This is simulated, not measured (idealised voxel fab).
process module | voxel wiring stack
cross-section cut | 270 nm wide | cells 5 nm
A cross-section is a grid of square cells, given in bands from the top down. A band is one or more rows of cells.
Each band's line starts with the height of the band's top and of its bottom, in nm. Then come its materials from left to right, each with its width in nm. One material with "throughout" fills the band from edge to edge. "air" is empty space.
Height 0 is the level under which the wafer as received is all one material. The lowest band goes on downwards, as in "0 down".
A width such as "30 to 40" changes by the same amount from each row of cells to the next, from the band's top row to its bottom row.
"no change" after a step means that no cell of the cross-section changed.
closed voids: empty space of 8 cells or more with no open way to the top, each as width x height at its distance from the left edge, in nm
after a step's settings: what the simulator itself notes on the step
overlay nm, on a step with a mask: how far to the right of its planned place the mask lay; to the left if negative
plan
1 op RECEIVE | material Si
2 op CONFORMAL_DEP | material SiO2 | thk nm 10
3 op DIRECTIONAL_DEP | material TiN | thk nm 5
4 op DIRECTIONAL_DEP | material W | thk nm 25
5 op DIRECTIONAL_DEP | material aC | thk nm 15
6 op PATTERN | tone cover | mask id METAL_1 | material resist | width nm 25 | pitch nm 45 | thk nm 30 | overlay nm 0
7 op DIRECTIONAL_ETCH | etch materials aC | depth nm 15
8 op STRIP | etch materials resist
9 op DIRECTIONAL_ETCH | etch materials W | depth nm 25
10 op DIRECTIONAL_ETCH | etch materials TiN | depth nm 5
11 op STRIP | etch materials aC
12 op FILL_DEP | material lowk | thk nm 10
13 op CMP | height nm 40
14 op CONFORMAL_DEP | material SiCN | thk nm 5
15 op DIRECTIONAL_DEP | material SiO2 | thk nm 10
16 op DIRECTIONAL_DEP | material aC | thk nm 10
17 op PATTERN | tone open | mask id PLUG_1 | material resist | width nm 15 | thk nm 25 | overlay nm 0
18 op DIRECTIONAL_ETCH | etch materials aC | depth nm 10
19 op STRIP | etch materials resist
20 op DIRECTIONAL_ETCH | etch materials SiO2 | depth nm 10
21 op DIRECTIONAL_ETCH | etch materials SiCN | depth nm 5
22 op STRIP | etch materials aC
23 op EPI | material Ru | thk nm 10
24 op EPI | material Ru | thk nm 5
25 op CONFORMAL_DEP | material SiN | thk nm 5
26 op DIRECTIONAL_DEP | material lowk | thk nm 25
27 op DIRECTIONAL_DEP | material aC | thk nm 15
28 op PATTERN | tone open | mask id METAL_2 | material resist | width nm 15 | pitch nm 45 | thk nm 30 | overlay nm 0
29 op DIRECTIONAL_ETCH | etch materials aC | depth nm 15
30 op STRIP | etch materials resist
31 op DIRECTIONAL_ETCH | etch materials lowk | depth nm 25
32 op DIRECTIONAL_ETCH | etch materials SiN | depth nm 5
33 op STRIP | etch materials aC
34 op CONFORMAL_DEP | material TiN | thk nm 5
35 op FILL_DEP | material Ru | thk nm 5
36 op CMP | height nm 85
37 op CONFORMAL_DEP | material SiN | thk nm 5
varied across the wafers: width nm of step 28. The plan shows the first wafer's value. All wafers start alike
first wafer as received, after step 1
  0 down: Si throughout
  closed voids: none
first wafer at the end, after step 37
  90 to 85: SiN throughout
  85 to 60: lowk 105 | TiN 5 | Ru 5 | TiN 5 | lowk 30 | TiN 5 | Ru 5 | TiN 5 | lowk 105
  60 to 55: SiN 105 | TiN 15 | SiN 30 | TiN 15 | SiN 105
  55 to 45: SiO2 100 | Ru 15 | SiO2 155
  45 to 40: SiCN 100 | Ru 15 | SiCN 155
  40 to 15: lowk 100 | W 25 | lowk 20 | W 25 | lowk 100
  15 to 10: lowk 100 | TiN 25 | lowk 20 | TiN 25 | lowk 100
  10 to 0: SiO2 throughout
  0 down: Si throughout
  closed voids: none
last wafer at the end
  90 to 85: SiN throughout
  85 to 60: lowk 100 | TiN 5 | Ru 20 | TiN 5 | lowk 15 | TiN 5 | Ru 20 | TiN 5 | lowk 95
  60 to 55: SiN 100 | TiN 30 | SiN 15 | TiN 30 | SiN 95
  55 to 45: SiO2 100 | Ru 15 | SiO2 155
  45 to 40: SiCN 100 | Ru 15 | SiCN 155
  40 to 15: lowk 100 | W 25 | lowk 20 | W 25 | lowk 100
  15 to 10: lowk 100 | TiN 25 | lowk 20 | TiN 25 | lowk 100
  10 to 0: SiO2 throughout
  0 down: Si throughout
  closed voids: none
each wafer at the end: cells of each material gained (+) or lost (-) since it was received, then its closed voids
width nm 15 | +19 Ru | +51 SiCN | +102 SiN | +210 SiO2 | +36 TiN | +50 W | +504 lowk | closed voids: none
width nm 20 | +29 Ru | +51 SiCN | +100 SiN | +210 SiO2 | +38 TiN | +50 W | +494 lowk | closed voids: none
width nm 25 | +39 Ru | +51 SiCN | +98 SiN | +210 SiO2 | +40 TiN | +50 W | +484 lowk | closed voids: none
width nm 30 | +49 Ru | +51 SiCN | +96 SiN | +210 SiO2 | +42 TiN | +50 W | +474 lowk | closed voids: none
